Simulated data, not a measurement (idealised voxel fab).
Module name: voxel trench capacitor (process module)
We display cut, a cross-section 270 nm in width whose square cells are each 5 nm.
Throughout this document, each cross-section is represented as a grid of square cells and is presented as a sequence of bands enumerated from the top downward, where a band comprises one or more rows of cells.
First you get the band's top height and its bottom height, in nm, and then the materials it's made of, left to right, with each width in nm. If you see a single material with "full width", that one covers the band edge to edge. "empty" is empty space.
A quick word on heights: they are counted from 0, and under that level the wafer as it came to us is one material throughout. The lowest band is different from the rest in having no bottom; it simply continues downward, written as in "from 0 down".
Quick explanation for "30..40": the width changes in equal steps down the rows of cells, from the first number in the band's top row to the second number in its bottom row.
Where a step carries "everything unchanged", the cross-section came out of it unchanged, cell for cell.
In the "Closed void catalog" entry, you get each enclosed empty space of 8 cells or more, one with no open way to the top, written width x height at distance, distance from the left edge, in nm.
Formally, on a step line, whatever follows the settings is a remark that the simulator itself makes on the step.
overlay nm: for a step with a mask, the amount by which the mask lay right of where it was planned; a negative amount means left of it.
[Listed below are the process steps as planned]
| 1 | op RECEIVE | material Si |
| 2 | op CONFORMAL_DEP | material SiN | thk nm 10 |
| 3 | op DIRECTIONAL_DEP | material aC | thk nm 15 |
| 4 | op PATTERN | tone open | mask id TRENCH | material resist | width nm 25 | pitch nm 40 | thk nm 35 | overlay nm 0 |
| 5 | op DIRECTIONAL_ETCH | etch materials aC | depth nm 15 |
| 6 | op STRIP | etch materials resist |
| 7 | op DIRECTIONAL_ETCH | etch materials SiN | depth nm 10 |
| 8 | op DIRECTIONAL_ETCH | etch materials Si | depth nm 30 |
| 9 | op STRIP | etch materials aC |
| 10 | op CONFORMAL_DEP | material HfO2 | thk nm 5 |
| 11 | op CONFORMAL_DEP | material TiN | thk nm 5 |
| 12 | op FILL_DEP | material W | thk nm 5 |
| 13 | op CMP | height nm 10 |
[Wafer as received: cross-section following step 1]
  from 0 down | Si full width
  Closed void catalog: none
[Module complete, cross-section. Starting point and plan per above. One mistake made in running the module]
  from 5 to 0 | SiN (80) | HfO2 (5) | TiN (5) | W (5) | TiN (5) | HfO2 (5) | SiN (15) | HfO2 (5) | TiN (5) | W (5) | TiN (5) | HfO2 (5) | SiN (15) | HfO2 (5) | TiN (5) | W (5) | TiN (5) | HfO2 (5) | SiN (85)
  from 0 to -20 | Si (80) | HfO2 (5) | TiN (5) | W (5) | TiN (5) | HfO2 (5) | Si (15) | HfO2 (5) | TiN (5) | W (5) | TiN (5) | HfO2 (5) | Si (15) | HfO2 (5) | TiN (5) | W (5) | TiN (5) | HfO2 (5) | Si (85)
  from -20 to -25 | Si (80) | HfO2 (5) | TiN (15) | HfO2 (5) | Si (15) | HfO2 (5) | TiN (15) | HfO2 (5) | Si (15) | HfO2 (5) | TiN (15) | HfO2 (5) | Si (85)
  from -25 to -30 | Si (80) | HfO2 (25) | Si (15) | HfO2 (25) | Si (15) | HfO2 (25) | Si (85)
  from -30 down | Si full width
  Closed void catalog: none
What went wrong in running the wafer? in deviation from the planned setting, step 13 was conducted as op CMP | height nm 5
